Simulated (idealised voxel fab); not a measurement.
Module name: voxel capacitor over wiring (process module)
Displayed cross-section: cut, width of 220 nm, square cells sized 5 nm.
Cross-section spec: square-cell grid; bands listed top down; each band is one or more rows.
Band: top and bottom heights (nm) first, top before bottom; then materials from left to right, widths in nm. "throughout" marks a sole material filling the band edge to edge. "blank" denotes empty space.
The level at which height equals 0 is the one under which the wafer, as it arrives, is entirely one material. No lower edge exists for the bottom band, which continues downward and is notated as in "0 nm and below".
So if you see something like "30 to 40" for the width, read it as the top row of the band sitting at the first number and the bottom row at the second, with every row in between moving by the same amount as the last.
You'll sometimes find "nothing changed" written for a step, and that's the way of saying that nowhere in the cross-section did a cell change during that step.
The entry titled "Entrapped void list" provides the empty spaces that have no open way to the top, restricted to those of 8 cells or more. Each is presented as width x height at distance, the distance being measured from the left edge, with all three in nm.
On a step's line, text after the settings is the simulator commenting on that step.
For masked steps, "overlay nm" on the step line gives how far right of plan the mask actually lay; a minus sign means it lay to the left.
Process steps (planned)
1,RECEIVE (material Si)
2,CONFORMAL_DEP (material SiO2; thk nm 10)
3,CONFORMAL_DEP (material SiN; thk nm 5)
4,DIRECTIONAL_DEP (material SiO2; thk nm 15)
5,PATTERN (tone open; mask id METAL_1; material resist; width nm 20; pitch nm 80; thk nm 20; overlay nm 0)
6,DIRECTIONAL_ETCH (etch materials SiO2; depth nm 15)
7,DIRECTIONAL_ETCH (etch materials SiN; depth nm 5)
8,STRIP (etch materials resist)
9,CONFORMAL_DEP (material TiN; thk nm 5)
10,FILL_DEP (material Ru; thk nm 10)
11,CMP (height nm 30)
12,EPI (material Ru; thk nm 5)
13,FILL_DEP (material SiCN; thk nm 5)
14,DIRECTIONAL_DEP (material lowk; thk nm 20)
15,DIRECTIONAL_DEP (material aC; thk nm 10)
16,PATTERN (tone open; mask id PLUG_1; material resist; width nm 15; thk nm 25; overlay nm 0)
17,DIRECTIONAL_ETCH (etch materials aC; depth nm 10)
18,STRIP (etch materials resist)
19,DIRECTIONAL_ETCH (etch materials lowk; depth nm 20)
20,DIRECTIONAL_ETCH (etch materials SiCN; depth nm 5)
21,STRIP (etch materials aC)
22,EPI (material Ru; thk nm 10)
23,EPI (material Ru; thk nm 10)
24,EPI (material Ru; thk nm 5)
25,DIRECTIONAL_DEP (material TiN; thk nm 5)
26,DIRECTIONAL_DEP (material Al2O3; thk nm 5)
27,DIRECTIONAL_DEP (material TiN; thk nm 5)
28,DIRECTIONAL_DEP (material aC; thk nm 15)
29,PATTERN (tone cover; mask id UPPER_PLATE; material resist; width nm 65; thk nm 35; overlay nm 0)
30,DIRECTIONAL_ETCH (etch materials aC; depth nm 15)
31,STRIP (etch materials resist)
32,DIRECTIONAL_ETCH (etch materials TiN; depth nm 5)
33,DIRECTIONAL_ETCH (etch materials Al2O3; depth nm 5)
34,STRIP (etch materials aC)
35,DIRECTIONAL_DEP (material aC; thk nm 15)
36,PATTERN (tone cover; mask id LOWER_PLATE; material resist; width nm 75; thk nm 35; overlay nm 0)
37,DIRECTIONAL_ETCH (etch materials aC; depth nm 15)
38,STRIP (etch materials resist)
39,DIRECTIONAL_ETCH (etch materials TiN; depth nm 5)
40,STRIP (etch materials aC)
41,FILL_DEP (material SiO2; thk nm 15)
42,CMP (height nm 85)
43,PATTERN (tone open; mask id PLUG_2; material resist; width nm 15; thk nm 15; overlay nm 0)
44,DIRECTIONAL_ETCH (etch materials SiO2; depth nm 10)
45,STRIP (etch materials resist)
46,CONFORMAL_DEP (material TiN; thk nm 5)
47,FILL_DEP (material Cu; thk nm 10)
48,CMP (height nm 85)
49,CONFORMAL_DEP (material SiN; thk nm 5)
Cross-section of the incoming wafer, state after step 1
> 0 nm and below: Si throughout
> Entrapped void list: none
Cross-section, first of two wafers, end of module, run as planned
> 90 nm to 85 nm: SiN throughout
> 85 nm to 80 nm: 75 of SiO2 / 5 of TiN / 5 of Cu / 5 of TiN / 130 of SiO2
> 80 nm to 70 nm: 75 to 65 of SiO2 / 15 to 65 of TiN / 130 to 90 of SiO2
> 70 nm to 65 nm: 65 of SiO2 / 65 of Al2O3 / 90 of SiO2
> 65 nm to 60 nm: 60 of SiO2 / 75 of TiN / 85 of SiO2
> 60 nm to 40 nm: 65 of lowk / 15 of Ru / 140 of lowk
> 40 nm to 35 nm: 65 of SiCN / 15 of Ru / 140 of SiCN
> 35 nm to 30 nm: 55 of SiCN / 30 of Ru / 50 of SiCN / 30 of Ru / 55 of SiCN
> 30 nm to 15 nm: 60 of SiO2 / 5 of TiN / 10 of Ru / 5 of TiN / 60 of SiO2 / 5 of TiN / 10 of Ru / 5 of TiN / 60 of SiO2
> 15 nm to 10 nm: 60 of SiN / 20 of TiN / 60 of SiN / 20 of TiN / 60 of SiN
> 10 nm to 0 nm: SiO2 throughout
> 0 nm and below: Si throughout
> Entrapped void list: none
Second wafer at the end: like start, like plan, one mistake
> 105 nm to 100 nm: SiN throughout
> 100 nm to 90 nm: Cu throughout
> 90 nm to 85 nm: 80 of TiN / 5 of Cu / 135 of TiN
> 85 nm to 80 nm: 75 of SiO2 / 5 of TiN / 5 of Cu / 5 of TiN / 130 of SiO2
> 80 nm to 70 nm: 75 to 65 of SiO2 / 15 to 65 of TiN / 130 to 90 of SiO2
> 70 nm to 65 nm: 65 of SiO2 / 65 of Al2O3 / 90 of SiO2
> 65 nm to 60 nm: 60 of SiO2 / 75 of TiN / 85 of SiO2
> 60 nm to 40 nm: 65 of lowk / 15 of Ru / 140 of lowk
> 40 nm to 35 nm: 65 of SiCN / 15 of Ru / 140 of SiCN
> 35 nm to 30 nm: 55 of SiCN / 30 of Ru / 50 of SiCN / 30 of Ru / 55 of SiCN
> 30 nm to 15 nm: 60 of SiO2 / 5 of TiN / 10 of Ru / 5 of TiN / 60 of SiO2 / 5 of TiN / 10 of Ru / 5 of TiN / 60 of SiO2
> 15 nm to 10 nm: 60 of SiN / 20 of TiN / 60 of SiN / 20 of TiN / 60 of SiN
> 10 nm to 0 nm: SiO2 throughout
> 0 nm and below: Si throughout
> Entrapped void list: none
Against the plan, the run slipped here: step 48 of the plan: omitted, not performed
The second wafer ends with more or fewer cells of some materials than the first, per final count: +89 Cu; +43 TiN
